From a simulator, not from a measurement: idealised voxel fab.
Title: Process Module voxel transistor to metal
FYI the section here is cut, 200 nm wide, cells are 5 nm squares.
A cross-section is written here as square cells arranged in a grid, and it is given in bands from the top down, each band taking up one or more rows of cells.
Heights first: top, then bottom, in nm. Then materials, left to right, each with a width in nm. "throughout" on a single material: fills the band edge to edge. "air": empty space.
All heights in this document are referenced to 0, defined as the level beneath which the wafer, as received, consists entirely of one material. The lowest band is not bounded below; it extends indefinitely downward and is written in the form "z 0 and below".
The two numbers in a width such as "30 to 40" mark its ends across the band: the first belongs to the top row of cells, the second to the bottom row, and from each row to the next the width moves by the same amount.
Step marked "same as before"? Then no cell in the cross-section changed in it.
Entry "Enclosed void entries". Content: empty spaces with no open connection to the top, size 8 cells or greater. Each: width x height at distance. Distance: from left edge. Unit: nm.
Post-settings text on a step line: simulator's own remark regarding the step.
A step line may carry the setting "overlay nm", which, for steps involving a mask, states the distance by which the mask lay to the right of its intended position; negative values denote displacement to the left.

Steps planned for the process:
- 1: RECEIVE with material Si
- 2: CONFORMAL_DEP with material SiO2, thk nm 5
- 3: CONFORMAL_DEP with material SiN, thk nm 15
- 4: PATTERN with tone cover, mask id ACTIVE, material resist, width nm 100, thk nm 15, overlay nm 0
- 5: DIRECTIONAL_ETCH with etch materials SiN, depth nm 15
- 6: DIRECTIONAL_ETCH with etch materials SiO2, depth nm 5
- 7: DIRECTIONAL_ETCH with etch materials Si, depth nm 30
- 8: STRIP with etch materials resist
- 9: OXIDIZE with depth nm 5
- 10: FILL_DEP with material SiO2, thk nm 5
- 11: CMP with height nm 20
- 12: SELECTIVE_ETCH with etch materials SiO2, depth nm 15
- 13: STRIP with etch materials SiN
- 14: SELECTIVE_ETCH with etch materials SiO2, depth nm 5
- 15: OXIDIZE with depth nm 5
- 16: DIRECTIONAL_DEP with material polySi, thk nm 20
- 17: DIRECTIONAL_DEP with material SiCN, thk nm 15
- 18: PATTERN with tone cover, mask id GATE, material resist, width nm 20, thk nm 20, overlay nm 0
- 19: DIRECTIONAL_ETCH with etch materials SiCN, depth nm 25
- 20: DIRECTIONAL_ETCH with etch materials polySi, depth nm 30
- 21: STRIP with etch materials resist
- 22: CONFORMAL_DEP with material SiO2, thk nm 5
- 23: DIRECTIONAL_ETCH with etch materials SiO2, depth nm 5
- 24: CONFORMAL_DEP with material SiN, thk nm 5
- 25: DIRECTIONAL_ETCH with etch materials SiN, depth nm 5
- 26: DIRECTIONAL_ETCH with etch materials SiO2, depth nm 5
- 27: DIRECTIONAL_ETCH with etch materials Si, depth nm 10
- 28: EPI with material pSi, thk nm 15
- 29: FILL_DEP with material SiO2, thk nm 5
- 30: CMP with height nm 35
- 31: DIRECTIONAL_DEP with material SiO2, thk nm 10
- 32: DIRECTIONAL_DEP with material aC, thk nm 15
- 33: PATTERN with tone open, mask id CONTACT, material resist, width nm 30, pitch nm 60, thk nm 30, overlay nm 0
- 34: DIRECTIONAL_ETCH with etch materials aC, depth nm 15
- 35: STRIP with etch materials resist
- 36: DIRECTIONAL_ETCH with etch materials SiO2, depth nm 45
- 37: STRIP with etch materials aC
- 38: CONFORMAL_DEP with material TiN, thk nm 5
- 39: FILL_DEP with material Ru, thk nm 10
- 40: CMP with height nm 45
- 41: DIRECTIONAL_DEP with material TiN, thk nm 5
- 42: DIRECTIONAL_DEP with material W, thk nm 15
- 43: PATTERN with tone cover, mask id METAL_1, material resist, width nm 20, pitch nm 70, thk nm 15, overlay nm 0
- 44: DIRECTIONAL_ETCH with etch materials W, depth nm 15
- 45: DIRECTIONAL_ETCH with etch materials TiN, depth nm 5
- 46: STRIP with etch materials resist
- 47: FILL_DEP with material lowk, thk nm 5
- 48: CMP with height nm 65
- 49: CONFORMAL_DEP with material SiCN, thk nm 5
- 50: DIRECTIONAL_DEP with material lowk, thk nm 30
- 51: MASKED_ETCH with tone open, mask id METAL_2_HOLES, width nm 15, pitch nm 70, etch materials lowk, depth nm 30, overlay nm 0
- 52: MASKED_ETCH with tone open, mask id METAL_2, width nm 20, pitch nm 70, etch materials lowk, depth nm 20, overlay nm 0
- 53: MASKED_ETCH with tone open, mask id METAL_2, width nm 20, pitch nm 70, etch materials SiCN, depth nm 5, overlay nm 0
- 54: CONFORMAL_DEP with material TiN, thk nm 5
- 55: FILL_DEP with material Ru, thk nm 5
- 56: CMP with height nm 100
- 57: CONFORMAL_DEP with material SiN, thk nm 5

As-received wafer cross-section (after step 1):
- z 0 and below  Si throughout
- Enclosed void entries: none

Wafer cross-section at module end: first of two, run to plan:
- z 105 to 100  SiN throughout
- z 100 to 85  lowk (55), then TiN (5), then Ru (10), then TiN (5), then lowk (50), then TiN (5), then Ru (10), then TiN (5), then lowk (55)
- z 85 to 80  lowk (55), then TiN (5), then Ru (5), then TiN (10), then lowk (50), then TiN (5), then Ru (5), then TiN (10), then lowk (55)
- z 80 to 70  lowk (55), then TiN (5), then Ru (5), then TiN (5), then lowk (55), then TiN (5), then Ru (5), then TiN (5), then lowk (60)
- z 70 to 65  SiCN (55), then TiN (15), then SiCN (55), then TiN (15), then SiCN (60)
- z 65 to 50  lowk (55), then W (20), then lowk (50), then W (20), then lowk (55)
- z 50 to 45  lowk (55), then TiN (20), then lowk (50), then TiN (20), then lowk (55)
- z 45 to 35  SiO2 (55), then TiN (5), then Ru (20 to 15), then TiN (5 to 10), then SiO2 (30), then TiN (5 to 10), then Ru (20 to 15), then TiN (5), then SiO2 (55)
- z 35 to 20  SiO2 (55), then TiN (5), then Ru (15), then TiN (5), then SiN (5), then SiO2 (5), then SiCN (20), then SiO2 (5), then SiN (5), then TiN (5), then Ru (15), then TiN (5), then SiO2 (55)
- z 20 to 15  SiO2 (55), then TiN (5), then Ru (15), then TiN (5), then SiN (5), then SiO2 (5), then polySi (20), then SiO2 (5), then SiN (5), then TiN (5), then Ru (15), then TiN (5), then SiO2 (55)
- z 15 to 10  SiO2 (55), then TiN (25), then SiN (5), then SiO2 (5), then polySi (20), then SiO2 (5), then SiN (5), then TiN (25), then SiO2 (55)
- z 10 to 0  SiO2 (55), then TiN (10), then pSi (15), then SiN (5), then SiO2 (5), then polySi (20), then SiO2 (5), then SiN (5), then pSi (15), then TiN (10), then SiO2 (55)
- z 0 to -5  SiO2 (50), then pSi (30), then SiO2 (40), then pSi (30), then SiO2 (50)
- z -5 to -15  SiO2 (55), then pSi (25), then Si (40), then pSi (25), then SiO2 (55)
- z -15 to -35  SiO2 (55), then Si (90), then SiO2 (55)
- z -35 and below  Si throughout
- Enclosed void entries: none

The second wafer, shown in cross-section after the module: started the same way as the first and given the same plan, yet one mistake crept into how it was run:
- z 105 to 100  SiN throughout
- z 100 to 85  lowk (55), then TiN (5), then Ru (10), then TiN (5), then lowk (50), then TiN (5), then Ru (10), then TiN (5), then lowk (55)
- z 85 to 80  lowk (55), then TiN (5), then Ru (5), then TiN (10), then lowk (50), then TiN (5), then Ru (5), then TiN (10), then lowk (55)
- z 80 to 70  lowk (55), then TiN (5), then Ru (5), then TiN (5), then lowk (55), then TiN (5), then Ru (5), then TiN (5), then lowk (60)
- z 70 to 65  SiCN (55), then TiN (15), then SiCN (55), then TiN (15), then SiCN (60)
- z 65 to 50  lowk (55), then W (20), then lowk (50), then W (20), then lowk (55)
- z 50 to 45  lowk (55), then TiN (20), then lowk (50), then TiN (20), then lowk (55)
- z 45 to 35  SiO2 (55), then TiN (5), then Ru (20), then TiN (5), then SiO2 (30), then TiN (5), then Ru (20), then TiN (5), then SiO2 (55)
- z 35 to 20  SiO2 (55), then TiN (5), then Ru (20), then TiN (5), then SiO2 (5), then SiCN (20), then SiO2 (5), then TiN (5), then Ru (20), then TiN (5), then SiO2 (55)
- z 20 to 10  SiO2 (55), then TiN (5), then Ru (20 to 5), then TiN (5 to 20), then SiO2 (5), then polySi (20), then SiO2 (5), then TiN (5 to 20), then Ru (20 to 5), then TiN (5), then SiO2 (55)
- z 10 to 5  SiO2 (55), then TiN (5), then Ru (5), then TiN (5), then pSi (15), then SiO2 (5), then polySi (20), then SiO2 (5), then pSi (15), then TiN (5), then Ru (5), then TiN (5), then SiO2 (55)
- z 5 to 0  SiO2 (55), then TiN (15), then pSi (15), then SiO2 (5), then polySi (20), then SiO2 (5), then pSi (15), then TiN (15), then SiO2 (55)
- z 0 to -5  SiO2 (50), then pSi (35), then SiO2 (30), then pSi (35), then SiO2 (50)
- z -5 to -15  SiO2 (55), then pSi (30), then Si (30), then pSi (30), then SiO2 (55)
- z -15 to -35  SiO2 (55), then Si (90), then SiO2 (55)
- z -35 and below  Si throughout
- Enclosed void entries: none
Want to know what went wrong? heads up, step 24 of the plan was skipped and never actually ran
Once processing is complete, comparing cell counts shows that the second wafer has more or fewer of certain materials than the first: Ru +14, Si -4, SiN -14, SiO2 -2, pSi +6
